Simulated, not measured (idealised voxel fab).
Herein follows the process module entitled voxel wiring stack.
Xsec cut, 265 nm wide, square cell size 5 nm.
Each cross-section below is a grid of square cells, stated as bands in top-down order, with one or more rows of cells making up each band.
The band entry comprises the height of the band's top followed by the height of its bottom, expressed in nm, and subsequently the band's materials from left to right, each stated together with its width in nm. Where a single material is marked with the word "throughout", that material fills the band from edge to edge. The word "air" represents empty space.
Below 0: as-received wafer, all one material; heights counted from there. Lowest band: no bottom, goes on down, written "z 0 and below".
The width entry "30 to 40" should be interpreted row by row: the top row of cells in the band takes the first number, the bottom row takes the second number, and the change between adjacent rows is uniform throughout.
Given "changes: none" for a step, no cell of the cross-section differs between before and after that step.
"Voids, sealed" lists enclosed empty spaces (at least 8 cells, no open path upward to the top), each as width x height at distance from the left edge, in nm.
Note: text after step settings on the step line = simulator remark on that step.
Among the settings permitted on a step's line is "overlay nm"; applied to a step with a mask, it specifies the extent to which the mask lay to the right of its planned position, whereas a negative figure signifies a position to the left.

-- List of planned process steps
1,RECEIVE | material Si
2,CONFORMAL_DEP | material SiO2 | thk nm 10
3,DIRECTIONAL_DEP | material TiN | thk nm 5
4,DIRECTIONAL_DEP | material Ru | thk nm 20
5,MASKED_ETCH | tone cover | mask id METAL_1 | width nm 30 | pitch nm 50 | etch materials Ru | depth nm 20 | overlay nm 0
6,MASKED_ETCH | tone cover | mask id METAL_1 | width nm 30 | pitch nm 50 | etch materials TiN | depth nm 5 | overlay nm 0
7,FILL_DEP | material SiO2 | thk nm 5
8,CMP | height nm 40
9,CONFORMAL_DEP | material SiCN | thk nm 5
10,DIRECTIONAL_DEP | material lowk | thk nm 15
11,MASKED_ETCH | tone open | mask id PLUG_1 | width nm 15 | pitch nm 100 | etch materials lowk | depth nm 15 | overlay nm 0
12,MASKED_ETCH | tone open | mask id PLUG_1 | width nm 15 | pitch nm 100 | etch materials SiCN | depth nm 5 | overlay nm 0
13,CONFORMAL_DEP | material TiN | thk nm 5
14,FILL_DEP | material Cu | thk nm 10
15,CMP | height nm 60
16,DIRECTIONAL_DEP | material TiN | thk nm 5
17,DIRECTIONAL_DEP | material Ru | thk nm 15
18,DIRECTIONAL_DEP | material aC | thk nm 15
19,PATTERN | tone cover | mask id METAL_2 | material resist | width nm 30 | pitch nm 50 | thk nm 30 | overlay nm 0
20,DIRECTIONAL_ETCH | etch materials aC | depth nm 15
21,STRIP | etch materials resist
22,DIRECTIONAL_ETCH | etch materials Ru | depth nm 15
23,DIRECTIONAL_ETCH | etch materials TiN | depth nm 5
24,STRIP | etch materials aC
25,CONFORMAL_DEP | material SiCN | thk nm 5
26,FILL_DEP | material lowk | thk nm 5
27,CMP | height nm 80
28,CONFORMAL_DEP | material SiCN | thk nm 5
29,DIRECTIONAL_DEP | material SiO2 | thk nm 15
30,MASKED_ETCH | tone open | mask id PLUG_2 | width nm 15 | pitch nm 100 | etch materials SiO2 | depth nm 15 | overlay nm 0
31,MASKED_ETCH | tone open | mask id PLUG_2 | width nm 15 | pitch nm 100 | etch materials SiCN | depth nm 5 | overlay nm 0
32,EPI | material Ru | thk nm 10
33,EPI | material Ru | thk nm 10
34,DIRECTIONAL_DEP | material TiN | thk nm 5
35,DIRECTIONAL_DEP | material Ru | thk nm 20
36,MASKED_ETCH | tone cover | mask id METAL_3 | width nm 30 | pitch nm 50 | etch materials Ru | depth nm 20 | overlay nm 0
37,MASKED_ETCH | tone cover | mask id METAL_3 | width nm 30 | pitch nm 50 | etch materials TiN | depth nm 5 | overlay nm 0
38,FILL_DEP | material SiO2 | thk nm 5
39,CMP | height nm 125
40,CONFORMAL_DEP | material SiCN | thk nm 5
41,DIRECTIONAL_DEP | material lowk | thk nm 15
42,MASKED_ETCH | tone open | mask id PLUG_3 | width nm 15 | pitch nm 50 | etch materials lowk | depth nm 15 | overlay nm 0
43,MASKED_ETCH | tone open | mask id PLUG_3 | width nm 15 | pitch nm 50 | etch materials SiCN | depth nm 5 | overlay nm 0
44,EPI | material Ru | thk nm 10
45,EPI | material Ru | thk nm 10
46,CONFORMAL_DEP | material SiN | thk nm 5
47,DIRECTIONAL_DEP | material lowk | thk nm 15
48,MASKED_ETCH | tone open | mask id METAL_4 | width nm 30 | pitch nm 50 | etch materials lowk | depth nm 15 | overlay nm 0
49,MASKED_ETCH | tone open | mask id METAL_4 | width nm 30 | pitch nm 50 | etch materials SiN | depth nm 5 | overlay nm 0
50,CONFORMAL_DEP | material TiN | thk nm 5
51,FILL_DEP | material Ru | thk nm 10
52,CMP | height nm 165
53,CONFORMAL_DEP | material SiCN | thk nm 5
Where the wafers of this document differ is in the thk nm of step 2; they start out the same, and the plan states the value that applied to the first wafer.

-- After step 1, as received: first of several wafers, cross-section
  z 0 and below: Si throughout
  Voids, sealed: none

-- each wafer at the end: cells of each material gained (+) or lost (-) since it was received, then its closed voids
thk nm 10, +6 Cu, +384 Ru, +241 SiCN, +29 SiN, +590 SiO2, +138 TiN, +414 lowk, Voids, sealed: none
thk nm 15, +6 Cu, +384 Ru, +241 SiCN, +29 SiN, +590 SiO2, +138 TiN, +414 lowk, Voids, sealed: none
thk nm 20, +6 Cu, +360 Ru, +241 SiCN, +29 SiN, +614 SiO2, +138 TiN, +414 lowk, Voids, sealed: none
thk nm 25, +6 Cu, +336 Ru, +241 SiCN, +29 SiN, +638 SiO2, +138 TiN, +414 lowk, Voids, sealed: none
thk nm 30, +6 Cu, +312 Ru, +241 SiCN, +29 SiN, +662 SiO2, +138 TiN, +414 lowk, Voids, sealed: none
